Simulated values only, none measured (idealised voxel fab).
This section sets out a process module, namely voxel self aligned contacts.
Section shown: cut. Width: 180 nm. Cell size: 5 nm, square.
A cross-section is written here as square cells arranged in a grid, and it is given in bands from the top down, each band taking up one or more rows of cells.
The band entry comprises the height of the band's top followed by the height of its bottom, expressed in nm, and subsequently the band's materials from left to right, each stated together with its width in nm. Where a single material is marked with the word "full width", that material fills the band from edge to edge. The word "blank" represents empty space.
Note: height 0 marks the level under which the wafer is uniformly one material as received. Lowest band unbounded below, written "top 0, no bottom".
It should be noted that a width expressed as "30->40" varies in equal increments from row to row of cells within the band, taking the value of the first number at the top row and that of the second number at the bottom row.
Take "nothing changed" at face value: in the step it is given for, the cross-section changed in none of its cells.
"Enclosed void listing" contains a list of empty spaces, each no smaller than 8 cells and without an open way to the top, written in the form width x height at distance with the distance from the left edge and all three in nm.
If you see something after the settings on a step's line, that's the simulator's own remark about that step.
When a step includes a mask, the "overlay nm" setting on its line states how far to the right of its planned place that mask lay, and negative values state how far to the left.
The process steps that were planned are listed below
1 RECEIVE: material Si
2 CONFORMAL_DEP: material SiO2, thk nm 5
3 DIRECTIONAL_DEP: material polySi, thk nm 20
4 DIRECTIONAL_DEP: material SiN, thk nm 20
5 MASKED_ETCH: tone cover, mask id GATE, width nm 30, pitch nm 75, etch materials SiN, depth nm 20, overlay nm 0
6 MASKED_ETCH: tone cover, mask id GATE, width nm 30, pitch nm 75, etch materials polySi, depth nm 20, overlay nm 0
7 CONFORMAL_DEP: material SiN, thk nm 10
8 DIRECTIONAL_ETCH: etch materials SiN, depth nm 10
9 FILL_DEP: material SiO2, thk nm 10
10 CMP: height nm 50
11 PATTERN: tone open, mask id CONTACT, material resist, width nm 45, thk nm 20, overlay nm 0
12 DIRECTIONAL_ETCH: etch materials SiO2, depth nm 50
13 STRIP: etch materials resist
14 CONFORMAL_DEP: material TiN, thk nm 5
15 FILL_DEP: material Ru, thk nm 5
16 CMP: height nm 50
17 CONFORMAL_DEP: material SiCN, thk nm 5
The plan shows the width nm of step 11 as the first wafer had it; this setting differs between the wafers, which start out alike.
Cross-section of the first of several wafers as received (after step 1)
> top 0, no bottom | Si full width
> Enclosed void listing: none
Here's the first of several wafers in cross-section, end of the module, after the last step, step 17
> top 55, bottom 50 | SiCN full width
> top 50, bottom 45 | SiO2 65  TiN 15  Ru 15  TiN 15  SiO2 70
> top 45, bottom 25 | SiO2 25  SiN 50  TiN 5  Ru 15  TiN 5  SiN 50  SiO2 30
> top 25, bottom 5 | SiO2 25  SiN 10  polySi 30  SiN 10  TiN 5  Ru 15  TiN 5  SiN 10  polySi 30  SiN 10  SiO2 30
> top 5, bottom 0 | SiO2 75  TiN 25  SiO2 80
> top 0, no bottom | Si full width
> Enclosed void listing: none
Wafer cross-section (last wafer, module end)
> top 55, bottom 50 | SiCN full width
> top 50, bottom 45 | SiO2 55  TiN 25  Ru 15  TiN 30  SiO2 55
> top 45, bottom 25 | SiO2 25  SiN 50  TiN 5  Ru 15  TiN 5  SiN 50  SiO2 30
> top 25, bottom 5 | SiO2 25  SiN 10  polySi 30  SiN 10  TiN 5  Ru 15  TiN 5  SiN 10  polySi 30  SiN 10  SiO2 30
> top 5, bottom 0 | SiO2 75  TiN 25  SiO2 80
> top 0, no bottom | Si full width
> Enclosed void listing: none
Where each wafer stands at the end of the module, a row apiece: cells of each material gained (+) or lost (-) since it was received, then closed voids
width nm 45; +27 Ru; +36 SiCN; +112 SiN; +146 SiO2; +27 TiN; +48 polySi; Enclosed void listing: none
width nm 50; +27 Ru; +36 SiCN; +112 SiN; +145 SiO2; +28 TiN; +48 polySi; Enclosed void listing: none
width nm 55; +27 Ru; +36 SiCN; +112 SiN; +144 SiO2; +29 TiN; +48 polySi; Enclosed void listing: none
width nm 60; +27 Ru; +36 SiCN; +112 SiN; +143 SiO2; +30 TiN; +48 polySi; Enclosed void listing: none
width nm 65; +27 Ru; +36 SiCN; +112 SiN; +142 SiO2; +31 TiN; +48 polySi; Enclosed void listing: none
width nm 70; +27 Ru; +36 SiCN; +112 SiN; +141 SiO2; +32 TiN; +48 polySi; Enclosed void listing: none
